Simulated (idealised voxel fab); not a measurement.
voxel double patterning: a process module
The figure presents cross-section cut, which has a width of 245 nm and is divided into square cells with an edge length of 5 nm.
Reading order for cross-sections: top band down to bottom band. Underlying form: a grid of square cells. Band size: one or more rows of cells.
It is stipulated that each band's entry specify, in nanometres, the height of the top of the band and then that of its bottom, followed by the materials of the band in left-to-right sequence, each together with its width in nanometres. A single material marked by the word "all across" is understood to fill the band from edge to edge; the word "air" is understood to denote empty space.
Ref level 0: as-received wafer is one material below here. Bottom band extends down with no lower bound ("top 0, no bottom").
Top row gets the first number, bottom row gets the second, and each row in between changes by the same step: that is how a band width like "30..40" works.
Step marked "no alterations made"? Then no cell in the cross-section changed in it.
Reported under the label "Sealed void list" are the empty spaces having no open way to the top and comprising 8 cells or more; the notation for each is width x height at distance, in which the distance is measured from the left edge and all three values are in nm.
Text after the settings on a step's line: the simulator's own remark on that step.
When a step includes a mask, the "overlay nm" setting on its line states how far to the right of its planned place that mask lay, and negative values state how far to the left.
The process steps that were planned are listed below:
1: op RECEIVE | material Si
2: op CONFORMAL_DEP | material SiO2 | thk nm 10
3: op DIRECTIONAL_DEP | material W | thk nm 10
4: op DIRECTIONAL_DEP | material SiN | thk nm 10
5: op DIRECTIONAL_DEP | material aC | thk nm 10
6: op PATTERN | tone open | mask id FIRST | material resist | width nm 15 | pitch nm 50 | thk nm 25 | overlay nm -15
7: op DIRECTIONAL_ETCH | etch materials aC | depth nm 10
8: op STRIP | etch materials resist
9: op DIRECTIONAL_ETCH | etch materials SiN | depth nm 10
10: op STRIP | etch materials aC
11: op MASKED_ETCH | tone open | mask id SECOND | width nm 15 | etch materials SiN | depth nm 10 | overlay nm 0
12: op DIRECTIONAL_ETCH | etch materials W | depth nm 10
13: op STRIP | etch materials SiN
It is noted that the wafers described herein are identical at the outset and are distinguished by the overlay nm of step 6; the value stated in the plan corresponds to the first wafer.
Cross-section: the first of several wafers in its as-received state, i.e. following step 1:
> top 0, no bottom: Si all across
> Sealed void list: none
Wafer rows, end of module: cells per material gained (+) or lost (-) since receipt; closed voids last:
overlay nm -15; +98 SiO2; +82 W; Sealed void list: none
overlay nm -10; +98 SiO2; +80 W; Sealed void list: none
overlay nm -5; +98 SiO2; +80 W; Sealed void list: none
overlay nm 0; +98 SiO2; +80 W; Sealed void list: none
overlay nm 5; +98 SiO2; +80 W; Sealed void list: none
overlay nm 10; +98 SiO2; +80 W; Sealed void list: none
overlay nm 15; +98 SiO2; +82 W; Sealed void list: none
